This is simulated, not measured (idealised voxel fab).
Process module in this document: voxel transistor to metal
Cross-sectional view cut (width: 185 nm; square cell size: 5 nm).
This document writes a cross-section as a grid whose cells are square, and gives it as bands, listed from the top down; one or more rows of cells form a band.
Top, bottom (nm), then materials left to right with widths (nm); lone material tagged "throughout" fills the whole band edge to edge; "blank" = empty space.
Height reference: 0 = level under which incoming wafer is all one material. Lowest band: no bottom, runs on downward, e.g. "0 -> down".
Width: "30..40" (first number = top row, second number = bottom row, same change from row to row of cells).
The designation "nothing got changed", where it is given for a processing step, indicates that no cell of the cross-section was altered in the course of that step.
Enclosed voids (no open way to top), threshold 8 cells or more, entry "Non-vented voids", notation width x height at distance, distance from left edge, nm.
On each step's line, the part that comes after the settings is the simulator's own comment on the step.
overlay nm: for a step with a mask, the amount by which the mask lay right of where it was planned; a negative amount means left of it.

[Set out below are the planned steps of the process]
1. RECEIVE with material Si
2. CONFORMAL_DEP with material SiO2, thk nm 5
3. CONFORMAL_DEP with material SiN, thk nm 10
4. MASKED_ETCH with tone cover, mask id ACTIVE, width nm 105, etch materials SiN, depth nm 10, overlay nm 0
5. MASKED_ETCH with tone cover, mask id ACTIVE, width nm 105, etch materials SiO2, depth nm 5, overlay nm 0
6. MASKED_ETCH with tone cover, mask id ACTIVE, width nm 105, etch materials Si, depth nm 20, overlay nm 0
7. OXIDIZE with depth nm 5
8. FILL_DEP with material SiO2, thk nm 5
9. CMP with height nm 15
10. SELECTIVE_ETCH with etch materials SiO2, depth nm 10
11. STRIP with etch materials SiN
12. SELECTIVE_ETCH with etch materials SiO2, depth nm 5
13. OXIDIZE with depth nm 5
14. DIRECTIONAL_DEP with material polySi, thk nm 25
15. DIRECTIONAL_DEP with material SiCN, thk nm 15
16. DIRECTIONAL_DEP with material aC, thk nm 10
17. PATTERN with tone cover, mask id GATE, material resist, width nm 15, thk nm 30, overlay nm 0
18. DIRECTIONAL_ETCH with etch materials aC, depth nm 10
19. STRIP with etch materials resist
20. DIRECTIONAL_ETCH with etch materials SiCN, depth nm 25
21. DIRECTIONAL_ETCH with etch materials polySi, depth nm 35
22. STRIP with etch materials aC
23. CONFORMAL_DEP with material SiO2, thk nm 5
24. DIRECTIONAL_ETCH with etch materials SiO2, depth nm 5
25. CONFORMAL_DEP with material SiN, thk nm 5
26. DIRECTIONAL_ETCH with etch materials SiN, depth nm 5
27. DIRECTIONAL_ETCH with etch materials SiO2, depth nm 5
28. DIRECTIONAL_ETCH with etch materials Si, depth nm 5
29. EPI with material pSi, thk nm 10
30. FILL_DEP with material SiO2, thk nm 10
31. CMP with height nm 40
32. DIRECTIONAL_DEP with material SiO2, thk nm 10
33. PATTERN with tone open, mask id CONTACT, material resist, width nm 20, pitch nm 75, thk nm 15, overlay nm 0
34. DIRECTIONAL_ETCH with etch materials SiO2, depth nm 50
35. STRIP with etch materials resist
36. CONFORMAL_DEP with material TiN, thk nm 5
37. FILL_DEP with material W, thk nm 10
38. CMP with height nm 50
39. DIRECTIONAL_DEP with material TiN, thk nm 5
40. DIRECTIONAL_DEP with material Ru, thk nm 25
41. DIRECTIONAL_DEP with material aC, thk nm 10
42. PATTERN with tone cover, mask id METAL_1, material resist, width nm 20, pitch nm 75, thk nm 30, overlay nm 0
43. DIRECTIONAL_ETCH with etch materials aC, depth nm 10
44. STRIP with etch materials resist
45. DIRECTIONAL_ETCH with etch materials Ru, depth nm 25
46. DIRECTIONAL_ETCH with etch materials TiN, depth nm 5
47. STRIP with etch materials aC
48. CONFORMAL_DEP with material SiN, thk nm 5
49. FILL_DEP with material lowk, thk nm 5
50. CMP with height nm 80
51. CONFORMAL_DEP with material SiCN, thk nm 5

[Incoming wafer in cross-section (state: after step 1)]
  0 -> down  Si throughout
  Non-vented voids: none

[Cross-sectional result after module completion. Note: starting condition and plan are unchanged from above; one processing mistake was made]
  85 -> 80  SiCN throughout
  80 -> 55  40 lowk; 5 SiN; 20 Ru; 5 SiN; 45 lowk; 5 SiN; 20 Ru; 5 SiN; 40 lowk
  55 -> 50  45 SiN; 20 TiN; 55 SiN; 20 TiN; 45 SiN
  50 -> 40  45 SiO2; 5 TiN; 10 W; 5 TiN; 55 SiO2; 5 TiN; 10 W; 5 TiN; 45 SiO2
  40 -> 35  45 SiO2; 5 TiN; 10 W; 5 TiN; 10 SiO2; 5 SiN; 5 SiO2; 15 SiCN; 5 SiO2; 5 SiN; 10 SiO2; 5 TiN; 10 W; 5 TiN; 45 SiO2
  35 -> 30  45 SiO2; 20 TiN; 10 SiO2; 5 SiN; 5 SiO2; 15 SiCN; 5 SiO2; 5 SiN; 10 SiO2; 20 TiN; 45 SiO2
  30 -> 25  SiCN throughout
  25 -> 0  polySi throughout
  0 -> -5  SiO2 throughout
  -5 -> -25  45 SiO2; 95 Si; 45 SiO2
  -25 -> down  Si throughout
  Non-vented voids: none
Short version of what went wrong: twice, step 15 of the plan was run
